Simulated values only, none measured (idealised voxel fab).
process module | voxel transistor to metal
cross-section cut | 150 nm wide | cells 5 nm
A cross-section is a grid of square cells, given in bands from the top down. A band is one or more rows of cells.
Each band's line starts with the height of the band's top and of its bottom, in nm. Then come its materials from left to right, each with its width in nm. One material with "throughout" fills the band from edge to edge. "air" is empty space.
Height 0 is the level under which the wafer as received is all one material. The lowest band goes on downwards, as in "0 down".
A width such as "30 to 40" changes by the same amount from each row of cells to the next, from the band's top row to its bottom row.
"no change" after a step means that no cell of the cross-section changed.
closed voids: empty space of 8 cells or more with no open way to the top, each as width x height at its distance from the left edge, in nm
after a step's settings: what the simulator itself notes on the step
overlay nm, on a step with a mask: how far to the right of its planned place the mask lay; to the left if negative
plan
1 op RECEIVE | material Si
2 op CONFORMAL_DEP | material SiO2 | thk nm 5
3 op CONFORMAL_DEP | material SiN | thk nm 15
4 op DIRECTIONAL_DEP | material aC | thk nm 15
5 op PATTERN | tone cover | mask id ACTIVE | material resist | width nm 100 | thk nm 35 | overlay nm 0
6 op DIRECTIONAL_ETCH | etch materials aC | depth nm 15
7 op STRIP | etch materials resist
8 op DIRECTIONAL_ETCH | etch materials SiN | depth nm 15
9 op DIRECTIONAL_ETCH | etch materials SiO2 | depth nm 5
10 op DIRECTIONAL_ETCH | etch materials Si | depth nm 25
11 op STRIP | etch materials aC
12 op OXIDIZE | depth nm 5
13 op FILL_DEP | material SiO2 | thk nm 10
14 op CMP | height nm 20
15 op SELECTIVE_ETCH | etch materials SiO2 | depth nm 10
16 op STRIP | etch materials SiN
17 op SELECTIVE_ETCH | etch materials SiO2 | depth nm 5
18 op OXIDIZE | depth nm 5
19 op DIRECTIONAL_DEP | material polySi | thk nm 20
20 op DIRECTIONAL_DEP | material SiCN | thk nm 15
21 op PATTERN | tone cover | mask id GATE | material resist | width nm 20 | thk nm 15 | overlay nm 0
22 op DIRECTIONAL_ETCH | etch materials SiCN | depth nm 25
23 op DIRECTIONAL_ETCH | etch materials polySi | depth nm 30
24 op STRIP | etch materials resist
25 op CONFORMAL_DEP | material SiN | thk nm 10
26 op DIRECTIONAL_ETCH | etch materials SiN | depth nm 10
27 op DIRECTIONAL_ETCH | etch materials SiO2 | depth nm 5
28 op DIRECTIONAL_ETCH | etch materials Si | depth nm 15
29 op EPI | material nSi | thk nm 15
30 op FILL_DEP | material SiO2 | thk nm 5
31 op CMP | height nm 35
32 op DIRECTIONAL_DEP | material SiO2 | thk nm 15
33 op MASKED_ETCH | tone open | mask id CONTACT | width nm 30 | pitch nm 60 | etch materials SiO2 | depth nm 55 | overlay nm 0
34 op CONFORMAL_DEP | material TiN | thk nm 5
35 op FILL_DEP | material W | thk nm 10
36 op CMP | height nm 50
37 op CONFORMAL_DEP | material SiN | thk nm 5
38 op DIRECTIONAL_DEP | material SiO2 | thk nm 15
39 op MASKED_ETCH | tone open | mask id METAL_1 | width nm 15 | pitch nm 75 | etch materials SiO2 | depth nm 15 | overlay nm 0
40 op MASKED_ETCH | tone open | mask id METAL_1 | width nm 15 | pitch nm 75 | etch materials SiN | depth nm 5 | overlay nm 0
41 op CONFORMAL_DEP | material TiN | thk nm 5
42 op FILL_DEP | material Cu | thk nm 10
43 op CMP | height nm 70
44 op CONFORMAL_DEP | material SiCN | thk nm 5
45 op DIRECTIONAL_DEP | material SiO2 | thk nm 35
46 op PATTERN | tone open | mask id METAL_2 | material resist | width nm 15 | pitch nm 75 | thk nm 20 | overlay nm 0
47 op DIRECTIONAL_ETCH | etch materials SiO2 | depth nm 20
48 op STRIP | etch materials resist
49 op DIRECTIONAL_DEP | material aC | thk nm 15
50 op PATTERN | tone open | mask id METAL_2_HOLES | material resist | width nm 15 | pitch nm 75 | thk nm 30 | overlay nm 0
51 op DIRECTIONAL_ETCH | etch materials aC | depth nm 15
52 op STRIP | etch materials resist
53 op DIRECTIONAL_ETCH | etch materials SiO2 | depth nm 15
54 op DIRECTIONAL_ETCH | etch materials SiCN | depth nm 5
55 op STRIP | etch materials aC
56 op CONFORMAL_DEP | material TiN | thk nm 5
57 op FILL_DEP | material Cu | thk nm 5
58 op CMP | height nm 110
59 op CONFORMAL_DEP | material SiN | thk nm 5
first wafer, as planned
as received, after step 1
  0 down: Si throughout
  closed voids: none
after step 2
  5 to 0: SiO2 throughout
  below 0: unchanged
after step 3
  20 to 5: SiN throughout
  below 5: unchanged
after step 4
  35 to 20: aC throughout
  below 20: unchanged
after step 5
  70 to 35: air 25 | resist 100 | air 25
  below 35: unchanged
after step 6
  55 to 35: air 25 | resist 100 | air 25
  35 to 20: air 25 | aC 100 | air 25
  below 20: unchanged
after step 7
  35 to 20: air 25 | aC 100 | air 25
  below 20: unchanged
after step 8
  35 to 20: air 25 | aC 100 | air 25
  20 to 5: air 25 | SiN 100 | air 25
  below 5: unchanged
after step 9
  35 to 20: air 25 | aC 100 | air 25
  20 to 5: air 25 | SiN 100 | air 25
  5 to 0: air 25 | SiO2 100 | air 25
  below 0: unchanged
after step 10
  35 to 20: air 25 | aC 100 | air 25
  20 to 5: air 25 | SiN 100 | air 25
  5 to 0: air 25 | SiO2 100 | air 25
  0 to -25: air 25 | Si 100 | air 25
  below -25: unchanged
after step 11
  20 to 5: air 25 | SiN 100 | air 25
  below 5: unchanged
after step 12
  20 to 5: air 25 | SiN 100 | air 25
  5 to 0: air 25 | SiO2 100 | air 25
  0 to -25: air 25 | SiO2 5 | Si 90 | SiO2 5 | air 25
  -25 to -30: SiO2 30 | Si 90 | SiO2 30
  below -30: unchanged
after step 13
  30 to 20: SiO2 throughout
  20 to 5: SiO2 25 | SiN 100 | SiO2 25
  5 to 0: SiO2 throughout
  0 to -30: SiO2 30 | Si 90 | SiO2 30
  below -30: unchanged
after step 14
  20 to 5: SiO2 25 | SiN 100 | SiO2 25
  below 5: unchanged
after step 15
  20 to 10: air 25 | SiN 100 | air 25
  below 10: unchanged
after step 16
  10 to 5: SiO2 25 | air 100 | SiO2 25
  below 5: unchanged
after step 17
  5 to 0: SiO2 20 | air 110 | SiO2 20
  below 0: unchanged
after step 18
  5 to 0: SiO2 20 | air 110 | SiO2 20
  0 to -5: SiO2 throughout
  below -5: unchanged
after step 19
  25 to 20: polySi 20 | air 110 | polySi 20
  20 to 5: polySi throughout
  5 to 0: SiO2 20 | polySi 110 | SiO2 20
  below 0: unchanged
after step 20
  40 to 35: SiCN 20 | air 110 | SiCN 20
  35 to 25: SiCN throughout
  25 to 20: polySi 20 | SiCN 110 | polySi 20
  below 20: unchanged
after step 21
  55 to 40: air 65 | resist 20 | air 65
  40 to 35: SiCN 20 | air 45 | resist 20 | air 45 | SiCN 20
  below 35: unchanged
after step 22
  55 to 35: air 65 | resist 20 | air 65
  35 to 25: air 65 | SiCN 20 | air 65
  25 to 20: polySi 20 | air 45 | SiCN 20 | air 45 | polySi 20
  below 20: unchanged
after step 23
  55 to 35: air 65 | resist 20 | air 65
  35 to 20: air 65 | SiCN 20 | air 65
  20 to 5: air 65 | polySi 20 | air 65
  5 to 0: SiO2 20 | air 45 | polySi 20 | air 45 | SiO2 20
  below 0: unchanged
after step 24
  35 to 20: air 65 | SiCN 20 | air 65
  below 20: unchanged
after step 25
  45 to 35: air 55 | SiN 40 | air 55
  35 to 20: air 55 | SiN 10 | SiCN 20 | SiN 10 | air 55
  20 to 15: air 55 | SiN 10 | polySi 20 | SiN 10 | air 55
  15 to 10: SiN 30 | air 25 | SiN 10 | polySi 20 | SiN 10 | air 25 | SiN 30
  10 to 5: SiN 65 | polySi 20 | SiN 65
  5 to 0: SiO2 20 | SiN 45 | polySi 20 | SiN 45 | SiO2 20
  below 0: unchanged
after step 26
  35 to 20: air 55 | SiN 10 | SiCN 20 | SiN 10 | air 55
  20 to 5: air 55 | SiN 10 | polySi 20 | SiN 10 | air 55
  5 to 0: SiO2 20 | SiN 10 | air 25 | SiN 10 | polySi 20 | SiN 10 | air 25 | SiN 10 | SiO2 20
  below 0: unchanged
after step 27
  35 to 20: air 55 | SiN 10 | SiCN 20 | SiN 10 | air 55
  20 to 5: air 55 | SiN 10 | polySi 20 | SiN 10 | air 55
  5 to 0: air 20 | SiN 10 | air 25 | SiN 10 | polySi 20 | SiN 10 | air 25 | SiN 10 | air 20
  0 to -5: SiO2 30 | air 25 | SiO2 40 | air 25 | SiO2 30
  below -5: unchanged
after step 28
  35 to 20: air 55 | SiN 10 | SiCN 20 | SiN 10 | air 55
  20 to 5: air 55 | SiN 10 | polySi 20 | SiN 10 | air 55
  5 to 0: air 20 | SiN 10 | air 25 | SiN 10 | polySi 20 | SiN 10 | air 25 | SiN 10 | air 20
  0 to -5: SiO2 30 | air 25 | SiO2 40 | air 25 | SiO2 30
  -5 to -20: SiO2 30 | air 25 | Si 40 | air 25 | SiO2 30
  below -20: unchanged
after step 29
  35 to 20: air 55 | SiN 10 | SiCN 20 | SiN 10 | air 55
  20 to 10: air 55 | SiN 10 | polySi 20 | SiN 10 | air 55
  10 to 5: air 40 | nSi 15 | SiN 10 | polySi 20 | SiN 10 | nSi 15 | air 40
  5 to 0: air 20 | SiN 10 | air 10 | nSi 15 | SiN 10 | polySi 20 | SiN 10 | nSi 15 | air 10 | SiN 10 | air 20
  0 to -5: SiO2 30 | air 10 | nSi 15 | SiO2 40 | nSi 15 | air 10 | SiO2 30
  -5 to -20: SiO2 30 | nSi 25 | Si 40 | nSi 25 | SiO2 30
  below -20: unchanged
after step 30
  40 to 35: SiO2 throughout
  35 to 20: SiO2 55 | SiN 10 | SiCN 20 | SiN 10 | SiO2 55
  20 to 10: SiO2 55 | SiN 10 | polySi 20 | SiN 10 | SiO2 55
  10 to 5: SiO2 40 | nSi 15 | SiN 10 | polySi 20 | SiN 10 | nSi 15 | SiO2 40
  5 to 0: SiO2 20 | SiN 10 | SiO2 10 | nSi 15 | SiN 10 | polySi 20 | SiN 10 | nSi 15 | SiO2 10 | SiN 10 | SiO2 20
  0 to -5: SiO2 40 | nSi 15 | SiO2 40 | nSi 15 | SiO2 40
  below -5: unchanged
after step 31
  35 to 20: SiO2 55 | SiN 10 | SiCN 20 | SiN 10 | SiO2 55
  below 20: unchanged
after step 32
  50 to 35: SiO2 throughout
  below 35: unchanged
after step 33
  50 to 35: SiO2 30 | air 30 | SiO2 30 | air 30 | SiO2 30
  35 to 20: SiO2 30 | air 25 | SiN 10 | SiCN 20 | SiN 10 | air 25 | SiO2 30
  20 to 10: SiO2 30 | air 25 | SiN 10 | polySi 20 | SiN 10 | air 25 | SiO2 30
  10 to 5: SiO2 30 | air 10 | nSi 15 | SiN 10 | polySi 20 | SiN 10 | nSi 15 | air 10 | SiO2 30
  5 to 0: SiO2 20 | SiN 10 | air 10 | nSi 15 | SiN 10 | polySi 20 | SiN 10 | nSi 15 | air 10 | SiN 10 | SiO2 20
  0 to -5: SiO2 30 | air 10 | nSi 15 | SiO2 40 | nSi 15 | air 10 | SiO2 30
  below -5: unchanged
after step 34
  55 to 50: TiN 35 | air 20 | TiN 40 | air 20 | TiN 35
  50 to 40: SiO2 30 | TiN 5 | air 20 | TiN 5 | SiO2 30 | TiN 5 | air 20 | TiN 5 | SiO2 30
  40 to 35: SiO2 30 | TiN 5 | air 15 | TiN 10 | SiO2 30 | TiN 10 | air 15 | TiN 5 | SiO2 30
  35 to 20: SiO2 30 | TiN 5 | air 15 | TiN 5 | SiN 10 | SiCN 20 | SiN 10 | TiN 5 | air 15 | TiN 5 | SiO2 30
  20 to 15: SiO2 30 | TiN 5 | air 15 | TiN 5 | SiN 10 | polySi 20 | SiN 10 | TiN 5 | air 15 | TiN 5 | SiO2 30
  15 to 10: SiO2 30 | TiN 25 | SiN 10 | polySi 20 | SiN 10 | TiN 25 | SiO2 30
  10 to 5: SiO2 30 | TiN 10 | nSi 15 | SiN 10 | polySi 20 | SiN 10 | nSi 15 | TiN 10 | SiO2 30
  5 to 0: SiO2 20 | SiN 10 | TiN 10 | nSi 15 | SiN 10 | polySi 20 | SiN 10 | nSi 15 | TiN 10 | SiN 10 | SiO2 20
  0 to -5: SiO2 30 | TiN 10 | nSi 15 | SiO2 40 | nSi 15 | TiN 10 | SiO2 30
  below -5: unchanged
after step 35
  65 to 55: W throughout
  55 to 50: TiN 35 | W 20 | TiN 40 | W 20 | TiN 35
  50 to 40: SiO2 30 | TiN 5 | W 20 | TiN 5 | SiO2 30 | TiN 5 | W 20 | TiN 5 | SiO2 30
  40 to 35: SiO2 30 | TiN 5 | W 15 | TiN 10 | SiO2 30 | TiN 10 | W 15 | TiN 5 | SiO2 30
  35 to 20: SiO2 30 | TiN 5 | W 15 | TiN 5 | SiN 10 | SiCN 20 | SiN 10 | TiN 5 | W 15 | TiN 5 | SiO2 30
  20 to 15: SiO2 30 | TiN 5 | W 15 | TiN 5 | SiN 10 | polySi 20 | SiN 10 | TiN 5 | W 15 | TiN 5 | SiO2 30
  below 15: unchanged
after step 36
  50 to 40: SiO2 30 | TiN 5 | W 20 | TiN 5 | SiO2 30 | TiN 5 | W 20 | TiN 5 | SiO2 30
  below 40: unchanged
after step 37
  55 to 50: SiN throughout
  below 50: unchanged
after step 38
  70 to 55: SiO2 throughout
  below 55: unchanged
after step 39
  70 to 55: SiO2 30 | air 15 | SiO2 60 | air 15 | SiO2 30
  below 55: unchanged
after step 40
  70 to 55: SiO2 30 | air 15 | SiO2 60 | air 15 | SiO2 30
  55 to 50: SiN 30 | air 15 | SiN 60 | air 15 | SiN 30
  below 50: unchanged
after step 41
  75 to 70: TiN 35 | air 5 | TiN 70 | air 5 | TiN 35
  70 to 55: SiO2 30 | TiN 5 | air 5 | TiN 5 | SiO2 60 | TiN 5 | air 5 | TiN 5 | SiO2 30
  55 to 50: SiN 30 | TiN 15 | SiN 60 | TiN 15 | SiN 30
  below 50: unchanged
after step 42
  85 to 75: Cu throughout
  75 to 70: TiN 35 | Cu 5 | TiN 70 | Cu 5 | TiN 35
  70 to 55: SiO2 30 | TiN 5 | Cu 5 | TiN 5 | SiO2 60 | TiN 5 | Cu 5 | TiN 5 | SiO2 30
  below 55: unchanged
after step 43
  70 to 55: SiO2 30 | TiN 5 | Cu 5 | TiN 5 | SiO2 60 | TiN 5 | Cu 5 | TiN 5 | SiO2 30
  below 55: unchanged
after step 44
  75 to 70: SiCN throughout
  below 70: unchanged
after step 45
  110 to 75: SiO2 throughout
  below 75: unchanged
after step 46
  130 to 110: resist 30 | air 15 | resist 60 | air 15 | resist 30
  below 110: unchanged
after step 47
  130 to 110: resist 30 | air 15 | resist 60 | air 15 | resist 30
  110 to 90: SiO2 30 | air 15 | SiO2 60 | air 15 | SiO2 30
  below 90: unchanged
after step 48
  110 to 90: SiO2 30 | air 15 | SiO2 60 | air 15 | SiO2 30
  below 90: unchanged
after step 49
  125 to 110: aC 30 | air 15 | aC 60 | air 15 | aC 30
  110 to 105: SiO2 30 | air 15 | SiO2 60 | air 15 | SiO2 30
  105 to 90: SiO2 30 | aC 15 | SiO2 60 | aC 15 | SiO2 30
  below 90: unchanged
after step 50
  155 to 125: resist 30 | air 15 | resist 60 | air 15 | resist 30
  below 125: unchanged
after step 51
  140 to 125: resist 30 | air 15 | resist 60 | air 15 | resist 30
  125 to 110: aC 30 | air 15 | aC 60 | air 15 | aC 30
  110 to 90: SiO2 30 | air 15 | SiO2 60 | air 15 | SiO2 30
  below 90: unchanged
after step 52
  125 to 110: aC 30 | air 15 | aC 60 | air 15 | aC 30
  below 110: unchanged
after step 53
  125 to 110: aC 30 | air 15 | aC 60 | air 15 | aC 30
  110 to 75: SiO2 30 | air 15 | SiO2 60 | air 15 | SiO2 30
  below 75: unchanged
after step 54
  125 to 110: aC 30 | air 15 | aC 60 | air 15 | aC 30
  110 to 75: SiO2 30 | air 15 | SiO2 60 | air 15 | SiO2 30
  75 to 70: SiCN 30 | air 15 | SiCN 60 | air 15 | SiCN 30
  below 70: unchanged
after step 55
  110 to 75: SiO2 30 | air 15 | SiO2 60 | air 15 | SiO2 30
  below 75: unchanged
after step 56
  115 to 110: TiN 35 | air 5 | TiN 70 | air 5 | TiN 35
  110 to 75: SiO2 30 | TiN 5 | air 5 | TiN 5 | SiO2 60 | TiN 5 | air 5 | TiN 5 | SiO2 30
  75 to 70: SiCN 30 | TiN 15 | SiCN 60 | TiN 15 | SiCN 30
  below 70: unchanged
after step 57
  120 to 115: Cu throughout
  115 to 110: TiN 35 | Cu 5 | TiN 70 | Cu 5 | TiN 35
  110 to 75: SiO2 30 | TiN 5 | Cu 5 | TiN 5 | SiO2 60 | TiN 5 | Cu 5 | TiN 5 | SiO2 30
  below 75: unchanged
after step 58
  110 to 75: SiO2 30 | TiN 5 | Cu 5 | TiN 5 | SiO2 60 | TiN 5 | Cu 5 | TiN 5 | SiO2 30
  below 75: unchanged
after step 59
  115 to 110: SiN throughout
  below 110: unchanged
second wafer: like start, like plan, one mistake. Through step 43 it matches the first wafer
when step 44 should have ended
  105 to 70: SiO2 throughout
  below 70: unchanged
when step 45 should have ended
  110 to 105: SiCN throughout
  below 105: unchanged
when step 46 should have ended
  130 to 110: resist 30 | air 15 | resist 60 | air 15 | resist 30
  below 110: unchanged
when step 47 should have ended: no change
when step 48 should have ended
  110 to 105: SiCN throughout
  below 105: unchanged
when step 49 should have ended
  125 to 110: aC throughout
  below 110: unchanged
when step 50 should have ended
  155 to 125: resist 30 | air 15 | resist 60 | air 15 | resist 30
  below 125: unchanged
when step 51 should have ended
  140 to 125: resist 30 | air 15 | resist 60 | air 15 | resist 30
  125 to 110: aC 30 | air 15 | aC 60 | air 15 | aC 30
  below 110: unchanged
when step 52 should have ended
  125 to 110: aC 30 | air 15 | aC 60 | air 15 | aC 30
  below 110: unchanged
when step 53 should have ended: no change
when step 54 should have ended
  125 to 110: aC 30 | air 15 | aC 60 | air 15 | aC 30
  110 to 105: SiCN 30 | air 15 | SiCN 60 | air 15 | SiCN 30
  below 105: unchanged
when step 55 should have ended
  110 to 105: SiCN 30 | air 15 | SiCN 60 | air 15 | SiCN 30
  below 105: unchanged
when step 56 should have ended
  115 to 110: TiN 35 | air 5 | TiN 70 | air 5 | TiN 35
  110 to 105: SiCN 30 | TiN 15 | SiCN 60 | TiN 15 | SiCN 30
  below 105: unchanged
when step 57 should have ended
  120 to 115: Cu throughout
  115 to 110: TiN 35 | Cu 5 | TiN 70 | Cu 5 | TiN 35
  below 110: unchanged
when step 58 should have ended
  110 to 105: SiCN 30 | TiN 15 | SiCN 60 | TiN 15 | SiCN 30
  below 105: unchanged
when step 59 should have ended
  115 to 110: SiN throughout
  below 110: unchanged
what went wrong: steps 44 and 45 were swapped
at the end the second wafer has, in cells: 14 fewer of Cu | 42 more of SiO2 | 28 fewer of TiN
